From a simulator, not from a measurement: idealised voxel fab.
The following process module bears the name voxel ribs on slabs.
FYI the section here is cut, 205 nm wide, cells are 5 nm squares.
Reading order for cross-sections: top band down to bottom band. Underlying form: a grid of square cells. Band size: one or more rows of cells.
It is stipulated that each band's entry specify, in nanometres, the height of the top of the band and then that of its bottom, followed by the materials of the band in left-to-right sequence, each together with its width in nanometres. A single material marked by the word "all across" is understood to fill the band from edge to edge; the word "air" is understood to denote empty space.
Below 0: as-received wafer, all one material; heights counted from there. Lowest band: no bottom, goes on down, written "0 down".
The expression "30 to 40" gives the width at the extremes of the band, the first number at its top row of cells and the second at its bottom row, with the width changing by equal amounts from each row to the next in between.
"nothing got changed" after a step means that no cell of the cross-section changed.
For the entry "closed voids", the listed items are empty spaces with no open way to the top whose size is 8 cells or more; each item follows the pattern width x height at distance, where distance is from the left edge and all three are in nm.
Read whatever lies past the settings on a step's line as the simulator's own remark about the step.
overlay nm: step with mask; distance mask lay right of planned place; negative value = left of planned place.

## Intended process steps
1 RECEIVE,material Si
2 DIRECTIONAL_DEP,material SiO2,thk nm 25
3 DIRECTIONAL_DEP,material polySi,thk nm 20
4 PATTERN,tone cover,mask id RIB,material resist,width nm 30,thk nm 20,overlay nm 0
5 DIRECTIONAL_ETCH,etch materials polySi,depth nm 10
6 STRIP,etch materials resist
7 MASKED_ETCH,tone cover,mask id SLAB,width nm 60,etch materials polySi,depth nm 10,overlay nm 0
8 FILL_DEP,material SiO2,thk nm 25
9 CMP,height nm 60
10 DIRECTIONAL_DEP,material TiN,thk nm 5
11 PATTERN,tone cover,mask id HEATER,material resist,width nm 40,thk nm 20,overlay nm 0
12 DIRECTIONAL_ETCH,etch materials TiN,depth nm 5
13 STRIP,etch materials resist
14 CONFORMAL_DEP,material SiO2,thk nm 10

## Received-state cross-section, reflecting completion of step 1
  0 down | Si all across
  closed voids: none

## First of two wafers, end-of-module section, run followed plan
  75 to 70 | air: 70, then SiO2: 60, then air: 75
  70 to 65 | SiO2 all across
  65 to 60 | SiO2: 80, then TiN: 40, then SiO2: 85
  60 to 45 | SiO2 all across
  45 to 35 | SiO2: 85, then polySi: 30, then SiO2: 90
  35 to 25 | SiO2: 70, then polySi: 60, then SiO2: 75
  25 to 0 | SiO2 all across
  0 down | Si all across
  closed voids: none

## Wafer two cross-section, module end. Start and plan unchanged from wafer one; one mistake made during the run
  75 to 70 | air: 70, then SiO2: 60, then air: 75
  70 to 65 | SiO2 all across
  65 to 60 | SiO2: 80, then TiN: 40, then SiO2: 85
  60 to 20 | SiO2 all across
  20 to 0 | polySi all across
  0 down | Si all across
  closed voids: none
What was the processing mistake? mixed up steps 2 and 3 - ran each in the other's place
End of process, cell counts, second wafer against first, materials with more or fewer: 128 fewer of SiO2, 128 more of polySi
